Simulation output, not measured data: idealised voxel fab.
The following process module bears the name voxel air gaps.
Pictured: cross-section cut, 235 nm wide, on a grid of 5 nm square cells.
Square cells in a grid make up a cross-section in this document, and the grid is given as bands, listed from the top down, each one or more rows of cells. For a band, the entry starts with two heights in nm, that of the top and then that of the bottom, and carries on with the band's materials in order from left to right, each alongside its width in nm; the word "throughout" beside a single material means it fills the band edge to edge, and "air" means empty space. Note: height 0 marks the level under which the wafer is uniformly one material as received. Lowest band unbounded below, written "0 and below". Graded width ("30 to 40"): value in top row of band = first number; value in bottom row = second number; row-to-row change constant. The designation "remained the same", where it is given for a processing step, indicates that no cell of the cross-section was altered in the course of that step. Enclosed voids (no open way to top), threshold 8 cells or more, entry "Closed cavity list", notation width x height at distance, distance from left edge, nm. Heads up: the bit after the settings on a step's line is the simulator's remark on that step. overlay nm: mask right of planned place by this much (step with mask). Neg. = left.

### Planned process steps
| 1 | RECEIVE [material Si] |
| 2 | CONFORMAL_DEP [material SiO2] [thk nm 10] |
| 3 | CONFORMAL_DEP [material SiN] [thk nm 5] |
| 4 | DIRECTIONAL_DEP [material SiO2] [thk nm 40] |
| 5 | DIRECTIONAL_DEP [material aC] [thk nm 15] |
| 6 | PATTERN [tone open] [mask id LINES] [material resist] [width nm 25] [pitch nm 55] [thk nm 30] [overlay nm 0] |
| 7 | DIRECTIONAL_ETCH [etch materials aC] [depth nm 15] |
| 8 | STRIP [etch materials resist] |
| 9 | DIRECTIONAL_ETCH [etch materials SiO2] [depth nm 40] |
| 10 | STRIP [etch materials aC] |
| 11 | CONFORMAL_DEP [material TiN] [thk nm 5] |
| 12 | FILL_DEP [material Cu] [thk nm 5] |
| 13 | CMP [height nm 55] |
| 14 | EPI [material Ru] [thk nm 10] |
| 15 | SELECTIVE_ETCH [etch materials SiO2] [depth nm 50] |
| 16 | CONFORMAL_DEP [material SiCN] [thk nm 5] |

### Delivered wafer in cross-section: state after step 1
  0 and below  Si throughout
  Closed cavity list: none

### Wafer cross-section at module end: first of two, run to plan
  70 down to 65  air: 5; SiCN: 220; air: 10
  65 down to 55  air: 5; SiCN: 5; Ru: 45; SiCN: 10; Ru: 45; SiCN: 10; Ru: 45; SiCN: 10; Ru: 45; SiCN: 5; air: 10
  55 down to 50  air: 5; SiCN: 15; TiN: 5; Cu: 15; TiN: 5; SiCN: 30; TiN: 5; Cu: 15; TiN: 5; SiCN: 30; TiN: 5; Cu: 15; TiN: 5; SiCN: 30; TiN: 5; Cu: 15; TiN: 5; SiCN: 15; air: 10
  50 down to 20  air: 15; SiCN: 5; TiN: 5; Cu: 15; TiN: 5; SiCN: 5; air: 20; SiCN: 5; TiN: 5; Cu: 15; TiN: 5; SiCN: 5; air: 20; SiCN: 5; TiN: 5; Cu: 15; TiN: 5; SiCN: 5; air: 20; SiCN: 5; TiN: 5; Cu: 15; TiN: 5; SiCN: 5; air: 20
  20 down to 15  SiCN: 20; TiN: 25; SiCN: 30; TiN: 25; SiCN: 30; TiN: 25; SiCN: 30; TiN: 25; SiCN: 25
  15 down to 10  SiN throughout
  10 down to 0  SiO2 throughout
  0 and below  Si throughout
  Closed cavity list: 20 x 30 at 50; 20 x 30 at 105; 20 x 30 at 160

### Second of two wafers, module complete, sectioned: it shares the first wafer's start and plan but was run with one mistake
  80 down to 75  SiCN throughout
  75 down to 55  Ru: 230; SiCN: 5
  55 down to 50  SiO2: 20; TiN: 5; Cu: 15; TiN: 5; SiO2: 30; TiN: 5; Cu: 15; TiN: 5; SiO2: 30; TiN: 5; Cu: 15; TiN: 5; SiO2: 30; TiN: 5; Cu: 15; TiN: 5; SiCN: 25
  50 down to 20  SiO2: 20; TiN: 5; Cu: 15; TiN: 5; SiO2: 30; TiN: 5; Cu: 15; TiN: 5; SiO2: 30; TiN: 5; Cu: 15; TiN: 5; SiO2: 30; TiN: 5; Cu: 15; TiN: 5; SiCN: 5; air: 20
  20 down to 15  SiO2: 20; TiN: 25; SiO2: 30; TiN: 25; SiO2: 30; TiN: 25; SiO2: 30; TiN: 25; SiCN: 25
  15 down to 10  SiN throughout
  10 down to 0  SiO2 throughout
  0 and below  Si throughout
  Closed cavity list: 20 x 30 at 215
Run error: step 14, plan: ran twice
Heads up, by the end the second wafer has more or fewer cells of some materials compared to the first: +112 Ru | -92 SiCN | +176 SiO2
The closed voids present at the end amount to 3 for the first wafer and 1 for the second wafer.
